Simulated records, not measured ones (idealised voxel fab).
process module | voxel released beams
cross-section cut | 245 nm wide | cells 5 nm
A cross-section is a grid of square cells, given in bands from the top down. A band is one or more rows of cells.
Each band's line starts with the height of the band's top and of its bottom, in nm. Then come its materials from left to right, each with its width in nm. One material with "throughout" fills the band from edge to edge. "air" is empty space.
Height 0 is the level under which the wafer as received is all one material. The lowest band goes on downwards, as in "0 down".
A width such as "30 to 40" changes by the same amount from each row of cells to the next, from the band's top row to its bottom row.
"no change" after a step means that no cell of the cross-section changed.
closed voids: empty space of 8 cells or more with no open way to the top, each as width x height at its distance from the left edge, in nm
after a step's settings: what the simulator itself notes on the step
overlay nm, on a step with a mask: how far to the right of its planned place the mask lay; to the left if negative
plan
1 op RECEIVE | material Si
2 op CONFORMAL_DEP | material Al2O3 | thk nm 10
3 op DIRECTIONAL_DEP | material SiO2 | thk nm 15
4 op PATTERN | tone open | mask id ANCHOR | material resist | width nm 35 | thk nm 15 | overlay nm 0
5 op DIRECTIONAL_ETCH | etch materials SiO2 | depth nm 15
6 op STRIP | etch materials resist
7 op CONFORMAL_DEP | material SiN | thk nm 10
8 op PATTERN | tone cover | mask id BEAM | material resist | width nm 95 | thk nm 20 | overlay nm 0
9 op DIRECTIONAL_ETCH | etch materials SiN | depth nm 10
10 op STRIP | etch materials resist
11 op STRIP | etch materials SiO2
first wafer, as planned
as received, after step 1
  0 down: Si throughout
  closed voids: none
after step 2
  10 to 0: Al2O3 throughout
  below 0: unchanged
after step 3
  25 to 10: SiO2 throughout
  below 10: unchanged
after step 4
  40 to 25: resist 75 | air 35 | resist 135
  below 25: unchanged
after step 5
  40 to 25: resist 75 | air 35 | resist 135
  25 to 10: SiO2 75 | air 35 | SiO2 135
  below 10: unchanged
after step 6
  25 to 10: SiO2 75 | air 35 | SiO2 135
  below 10: unchanged
after step 7
  35 to 25: SiN 85 | air 15 | SiN 145
  25 to 20: SiO2 75 | SiN 10 | air 15 | SiN 10 | SiO2 135
  20 to 10: SiO2 75 | SiN 35 | SiO2 135
  below 10: unchanged
after step 8
  55 to 35: air 70 | resist 95 | air 80
  35 to 25: SiN 85 | resist 15 | SiN 145
  25 to 20: SiO2 75 | SiN 10 | resist 15 | SiN 10 | SiO2 135
  below 20: unchanged
after step 9
  55 to 35: air 70 | resist 95 | air 80
  35 to 25: air 70 | SiN 15 | resist 15 | SiN 65 | air 80
  below 25: unchanged
after step 10
  35 to 25: air 70 | SiN 15 | air 15 | SiN 65 | air 80
  25 to 20: SiO2 75 | SiN 10 | air 15 | SiN 10 | SiO2 135
  below 20: unchanged
after step 11
  35 to 25: air 70 | SiN 15 | air 15 | SiN 65 | air 80
  25 to 20: air 75 | SiN 10 | air 15 | SiN 10 | air 135
  20 to 10: air 75 | SiN 35 | air 135
  below 10: unchanged
second wafer: like start, like plan, one mistake. Through step 3 it matches the first wafer
when step 4 should have ended
  40 to 25: air 75 | resist 35 | air 135
  below 25: unchanged
when step 5 should have ended
  40 to 25: air 75 | resist 35 | air 135
  25 to 10: air 75 | SiO2 35 | air 135
  below 10: unchanged
when step 6 should have ended
  25 to 10: air 75 | SiO2 35 | air 135
  below 10: unchanged
when step 7 should have ended
  35 to 25: air 65 | SiN 55 | air 125
  25 to 20: air 65 | SiN 10 | SiO2 35 | SiN 10 | air 125
  20 to 10: SiN 75 | SiO2 35 | SiN 135
  below 10: unchanged
when step 8 should have ended
  55 to 35: air 70 | resist 95 | air 80
  35 to 25: air 65 | SiN 55 | resist 45 | air 80
  25 to 20: air 65 | SiN 10 | SiO2 35 | SiN 10 | resist 45 | air 80
  below 20: unchanged
when step 9 should have ended
  55 to 35: air 70 | resist 95 | air 80
  35 to 25: air 70 | SiN 50 | resist 45 | air 80
  25 to 20: air 65 | SiN 10 | SiO2 35 | SiN 10 | resist 45 | air 80
  20 to 10: air 65 | SiN 10 | SiO2 35 | SiN 55 | air 80
  below 10: unchanged
when step 10 should have ended
  35 to 25: air 70 | SiN 50 | air 125
  25 to 20: air 65 | SiN 10 | SiO2 35 | SiN 10 | air 125
  below 20: unchanged
when step 11 should have ended: no change
what went wrong: step 4 ran as: op PATTERN | tone cover | mask id ANCHOR | material resist | width nm 35 | thk nm 15 | overlay nm 0
at the end the second wafer has, in cells: 21 more of SiO2
